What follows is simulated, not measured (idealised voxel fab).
process module | voxel self aligned contacts
cross-section cut | 260 nm wide | cells 5 nm
A cross-section is a grid of square cells, given in bands from the top down. A band is one or more rows of cells.
Each band's line starts with the height of the band's top and of its bottom, in nm. Then come its materials from left to right, each with its width in nm. One material with "throughout" fills the band from edge to edge. "air" is empty space.
Height 0 is the level under which the wafer as received is all one material. The lowest band goes on downwards, as in "0 down".
A width such as "30 to 40" changes by the same amount from each row of cells to the next, from the band's top row to its bottom row.
"no change" after a step means that no cell of the cross-section changed.
closed voids: empty space of 8 cells or more with no open way to the top, each as width x height at its distance from the left edge, in nm
after a step's settings: what the simulator itself notes on the step
overlay nm, on a step with a mask: how far to the right of its planned place the mask lay; to the left if negative
plan
1 op RECEIVE | material Si
2 op OXIDIZE | depth nm 5
3 op DIRECTIONAL_DEP | material polySi | thk nm 30
4 op DIRECTIONAL_DEP | material SiN | thk nm 15
5 op MASKED_ETCH | tone cover | mask id GATE | width nm 25 | pitch nm 60 | etch materials SiN | depth nm 15 | overlay nm 0
6 op MASKED_ETCH | tone cover | mask id GATE | width nm 25 | pitch nm 60 | etch materials polySi | depth nm 30 | overlay nm 0
7 op CONFORMAL_DEP | material SiN | thk nm 5
8 op DIRECTIONAL_ETCH | etch materials SiN | depth nm 5
9 op FILL_DEP | material SiO2 | thk nm 20
10 op CMP | height nm 55
11 op MASKED_ETCH | tone open | mask id CONTACT | width nm 45 | etch materials SiO2 | depth nm 60 | overlay nm 0
12 op CONFORMAL_DEP | material TiN | thk nm 5
13 op FILL_DEP | material W | thk nm 10
14 op CMP | height nm 55
15 op CONFORMAL_DEP | material SiN | thk nm 5
as received, after step 1
  0 down: Si throughout
  closed voids: none
first wafer at the end, as planned
  60 to 55: SiN throughout
  55 to 45: SiO2 105 | TiN 5 to 15 | W 35 to 15 | TiN 5 to 15 | SiO2 110
  45 to 30: SiO2 80 | SiN 35 | TiN 5 | W 15 | TiN 5 | SiN 35 | SiO2 85
  30 to 0: SiO2 80 | SiN 5 | polySi 25 | SiN 5 | TiN 5 | W 15 | TiN 5 | SiN 5 | polySi 25 | SiN 5 | SiO2 85
  0 to -5: SiO2 115 | TiN 25 | SiO2 120
  -5 down: Si throughout
  closed voids: none
second wafer at the end: like start, like plan, one mistake
  60 to 55: SiN throughout
  55 to 35: SiO2 80 | SiN 5 | polySi 25 | SiN 5 | TiN 5 | W 15 | TiN 5 | SiN 5 | polySi 25 | SiN 5 | SiO2 85
  35 to 30: SiO2 80 | SiN 5 | polySi 25 | SiN 5 | TiN 25 | SiN 5 | polySi 25 | SiN 5 | SiO2 85
  30 to 0: polySi throughout
  0 to -5: SiO2 throughout
  -5 down: Si throughout
  closed voids: none
what went wrong: step 3 was run twice
at the end the second wafer has, in cells: 46 fewer of SiN | 213 fewer of SiO2 | 18 fewer of TiN | 25 fewer of W | 302 more of polySi
